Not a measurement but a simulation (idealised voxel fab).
Herein follows the process module entitled voxel wiring stack.
Shown is cross-section cut, with a width of 150 nm and square cells of size 5 nm.
Each cross-section below is a grid of square cells, stated as bands in top-down order, with one or more rows of cells making up each band. Heads up on the band format: heights come first, top then bottom, in nm. After that it's the materials left to right, each with its width in nm. A single material flagged "all across" fills the whole band edge to edge, and "blank" means there's empty space there. Convention: height 0 is the level below which the wafer, as received, is all one material. The lowest band does not terminate at the bottom but continues downward, represented as "from 0 down". Width spec "30..40" -> top row of cells at first value, bottom row at second value, equal per-row change in between. Where the words "no alterations made" appear for a step, the cross-section shows no cell changed by that step; every cell remained as before. The label "Sealed void inventory" introduces a list of the empty spaces, 8 cells or larger, that have no open way up to the top; each entry in it reads width x height at distance, where the distance is taken from the left edge and all three are stated in nm. It should be noted that, on the line of a given step, the content following the step's settings is a remark produced by the simulator itself with respect to that step. Steps that use a mask can have "overlay nm" on their line. It says how far the mask sat to the right of where it was meant to be. Negative means to the left.

THE PROCESS STEPS THAT WERE PLANNED ARE LISTED BELOW
1 RECEIVE, material Si
2 CONFORMAL_DEP, material SiO2, thk nm 10
3 DIRECTIONAL_DEP, material TiN, thk nm 5
4 DIRECTIONAL_DEP, material W, thk nm 20
5 MASKED_ETCH, tone cover, mask id METAL_1, width nm 20, pitch nm 35, etch materials W, depth nm 20, overlay nm 0
6 MASKED_ETCH, tone cover, mask id METAL_1, width nm 20, pitch nm 35, etch materials TiN, depth nm 5, overlay nm 0
7 FILL_DEP, material lowk, thk nm 10
8 CMP, height nm 35
9 CONFORMAL_DEP, material SiCN, thk nm 5
10 DIRECTIONAL_DEP, material SiO2, thk nm 20
11 MASKED_ETCH, tone open, mask id PLUG_1, width nm 15, etch materials SiO2, depth nm 20, overlay nm 0
12 MASKED_ETCH, tone open, mask id PLUG_1, width nm 15, etch materials SiCN, depth nm 5, overlay nm 0
13 CONFORMAL_DEP, material TiN, thk nm 5
14 FILL_DEP, material Ru, thk nm 5
15 CMP, height nm 60
16 CONFORMAL_DEP, material SiCN, thk nm 5
17 DIRECTIONAL_DEP, material lowk, thk nm 25
18 DIRECTIONAL_DEP, material aC, thk nm 10
19 PATTERN, tone open, mask id METAL_2, material resist, width nm 20, pitch nm 35, thk nm 25, overlay nm 0
20 DIRECTIONAL_ETCH, etch materials aC, depth nm 10
21 STRIP, etch materials resist
22 DIRECTIONAL_ETCH, etch materials lowk, depth nm 25
23 DIRECTIONAL_ETCH, etch materials SiCN, depth nm 5
24 STRIP, etch materials aC
25 CONFORMAL_DEP, material TiN, thk nm 5
26 FILL_DEP, material Ru, thk nm 5
27 CMP, height nm 90
28 EPI, material Ru, thk nm 5
29 FILL_DEP, material SiCN, thk nm 5

INCOMING WAFER IN CROSS-SECTION (STATE: AFTER STEP 1)
    from 0 down | Si all across
    Sealed void inventory: none

FINAL CROSS-SECTION, MODULE RUN WITH ONE MISTAKE (START AND PLAN AS ABOVE)
    from 100 to 95 | SiCN all across
    from 95 to 90 | 40 nm SiCN; 30 nm Ru; 5 nm SiCN; 30 nm Ru; 45 nm SiCN
    from 90 to 65 | 45 nm lowk; 5 nm TiN; 10 nm Ru; 5 nm TiN; 15 nm lowk; 5 nm TiN; 10 nm Ru; 5 nm TiN; 50 nm lowk
    from 65 to 60 | 45 nm SiCN; 20 nm TiN; 15 nm SiCN; 20 nm TiN; 50 nm SiCN
    from 60 to 45 | 45 nm SiO2; 5 nm TiN; 10 nm Ru; 5 nm TiN; 85 nm SiO2
    from 45 to 40 | 45 nm SiO2; 5 nm TiN; 5 nm Ru; 10 nm TiN; 85 nm SiO2
    from 40 to 35 | 45 nm SiCN; 15 nm TiN; 90 nm SiCN
    from 35 to 15 | 45 nm lowk; 20 nm W; 15 nm lowk; 20 nm W; 50 nm lowk
    from 15 to 10 | 45 nm lowk; 20 nm TiN; 15 nm lowk; 20 nm TiN; 50 nm lowk
    from 10 to 0 | SiO2 all across
    from 0 down | Si all across
    Sealed void inventory: none
So what did we get wrong on this run? not per plan at step 11, really ran MASKED_ETCH, tone open, mask id PLUG_1, width nm 20, etch materials SiO2, depth nm 20, overlay nm 0
